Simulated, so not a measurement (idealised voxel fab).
The process module presented herein is designated voxel gate over fins.
This is section cut - it's 275 nm across, gridded in 5 nm square cells.
A cross-section is a grid of square cells, given in bands from the top down. A band is one or more rows of cells.
Top, bottom (nm), then materials left to right with widths (nm); lone material tagged "throughout" fills the whole band edge to edge; "empty" = empty space.
Heads up on the height convention: 0 is the point under which the incoming wafer is all one material, and the lowest band has no bottom, it just keeps going down, like "z 0 and below".
The two numbers in a width such as "30 to 40" mark its ends across the band: the first belongs to the top row of cells, the second to the bottom row, and from each row to the next the width moves by the same amount.
Given "remained unchanged" for a step, no cell of the cross-section differs between before and after that step.
If an empty space has no open way to the top and is at least 8 cells in size, "Unvented voids" lists it, written width x height at distance, where distance is measured from the left edge and every value is in nm.
Formally, on a step line, whatever follows the settings is a remark that the simulator itself makes on the step.
The optional step-line setting "overlay nm" applies to steps with a mask and quantifies how far to the right of its planned location the mask lay, a negative value indicating leftward placement.

### The steps planned for the process are as follows
1 RECEIVE | material Si
2 CONFORMAL_DEP | material SiN | thk nm 10
3 DIRECTIONAL_DEP | material aC | thk nm 15
4 PATTERN | tone cover | mask id FINS | material resist | width nm 15 | pitch nm 60 | thk nm 30 | overlay nm 0
5 DIRECTIONAL_ETCH | etch materials aC | depth nm 5
6 STRIP | etch materials resist
7 DIRECTIONAL_ETCH | etch materials SiN | depth nm 10
8 DIRECTIONAL_ETCH | etch materials Si | depth nm 30
9 STRIP | etch materials aC
10 FILL_DEP | material SiO2 | thk nm 10
11 CMP | height nm 10
12 DIRECTIONAL_DEP | material aC | thk nm 15
13 PATTERN | tone open | mask id RAIL | material resist | width nm 15 | thk nm 35 | overlay nm 0
14 DIRECTIONAL_ETCH | etch materials aC | depth nm 15
15 STRIP | etch materials resist
16 DIRECTIONAL_ETCH | etch materials SiO2 | depth nm 35
17 STRIP | etch materials aC
18 CONFORMAL_DEP | material TiN | thk nm 5
19 FILL_DEP | material W | thk nm 10
20 CMP | height nm 10
21 SELECTIVE_ETCH | etch materials W Ru TiN | depth nm 25
22 FILL_DEP | material SiO2 | thk nm 5
23 CMP | height nm 10
24 SELECTIVE_ETCH | etch materials SiO2 | depth nm 20
25 STRIP | etch materials SiN
26 CONFORMAL_DEP | material HfO2 | thk nm 5
27 CONFORMAL_DEP | material TiN | thk nm 5
28 CONFORMAL_DEP | material TiAl | thk nm 5
29 CONFORMAL_DEP | material TiN | thk nm 5
30 FILL_DEP | material W | thk nm 15
31 CMP | height nm 30
32 CONFORMAL_DEP | material SiN | thk nm 10
Among the wafers covered here, the point of difference is the depth nm at step 5; their starting state is shared, and the plan presents the value of the first wafer.

### First wafer of several, as received: cross-section after step 1
    z 0 and below | Si throughout
    Unvented voids: none

### Take a look at the first of several wafers in cross-section: the module is done, and step 32 was its last step
    z 40 to 30 | SiN throughout
    z 30 to 20 | W throughout
    z 20 to 15 | TiN throughout
    z 15 to 10 | TiAl throughout
    z 10 to 5 | TiN throughout
    z 5 to 0 | HfO2 throughout
    z 0 and below | Si throughout
    Unvented voids: none

### Sectional view of the last wafer upon completion of the module
    z 40 to 30 | SiN throughout
    z 30 to 20 | W throughout
    z 20 to 15 | W 80 nm; TiN 55 nm; W 5 nm; TiN 55 nm; W 80 nm
    z 15 to 10 | W 80 nm; TiN 5 nm; TiAl 45 nm; TiN 5 nm; W 5 nm; TiN 5 nm; TiAl 45 nm; TiN 5 nm; W 80 nm
    z 10 to 5 | TiN 85 nm; TiAl 5 nm; TiN 35 nm; TiAl 5 nm; TiN 15 nm; TiAl 5 nm; TiN 35 nm; TiAl 5 nm; TiN 85 nm
    z 5 to 0 | TiAl 90 nm; TiN 5 nm; HfO2 25 nm; TiN 5 nm; TiAl 25 nm; TiN 5 nm; HfO2 25 nm; TiN 5 nm; TiAl 90 nm
    z 0 to -5 | TiN 95 nm; HfO2 5 nm; Si 15 nm; HfO2 5 nm; TiN 35 nm; HfO2 5 nm; Si 15 nm; HfO2 5 nm; TiN 95 nm
    z -5 to -10 | HfO2 100 nm; Si 15 nm; HfO2 45 nm; Si 15 nm; HfO2 100 nm
    z -10 to -15 | SiO2 100 nm; Si 15 nm; SiO2 45 nm; Si 15 nm; SiO2 100 nm
    z -15 to -20 | SiO2 100 nm; Si 15 nm; SiO2 15 nm; TiN 5 nm; W 5 nm; TiN 5 nm; SiO2 15 nm; Si 15 nm; SiO2 100 nm
    z -20 to -25 | SiO2 100 nm; Si 15 nm; SiO2 15 nm; TiN 15 nm; SiO2 15 nm; Si 15 nm; SiO2 100 nm
    z -25 to -30 | SiO2 100 nm; Si 15 nm; SiO2 45 nm; Si 15 nm; SiO2 100 nm
    z -30 and below | Si throughout
    Unvented voids: none

### Take any row and you have a wafer at the end of the module: how many cells of each material it has gained (+) or lost (-) since it was received, and then its closed voids
depth nm 5, +55 HfO2, +110 SiN, +55 TiAl, +110 TiN, +110 W, Unvented voids: none
depth nm 10, +55 HfO2, +110 SiN, +55 TiAl, +110 TiN, +110 W, Unvented voids: none
depth nm 15, +63 HfO2, -294 Si, +110 SiN, +190 SiO2, +63 TiAl, +131 TiN, +177 W, Unvented voids: none
depth nm 20, +63 HfO2, -294 Si, +110 SiN, +190 SiO2, +63 TiAl, +131 TiN, +177 W, Unvented voids: none
depth nm 25, +63 HfO2, -294 Si, +110 SiN, +190 SiO2, +63 TiAl, +131 TiN, +177 W, Unvented voids: none
depth nm 30, +63 HfO2, -294 Si, +110 SiN, +190 SiO2, +63 TiAl, +131 TiN, +177 W, Unvented voids: none
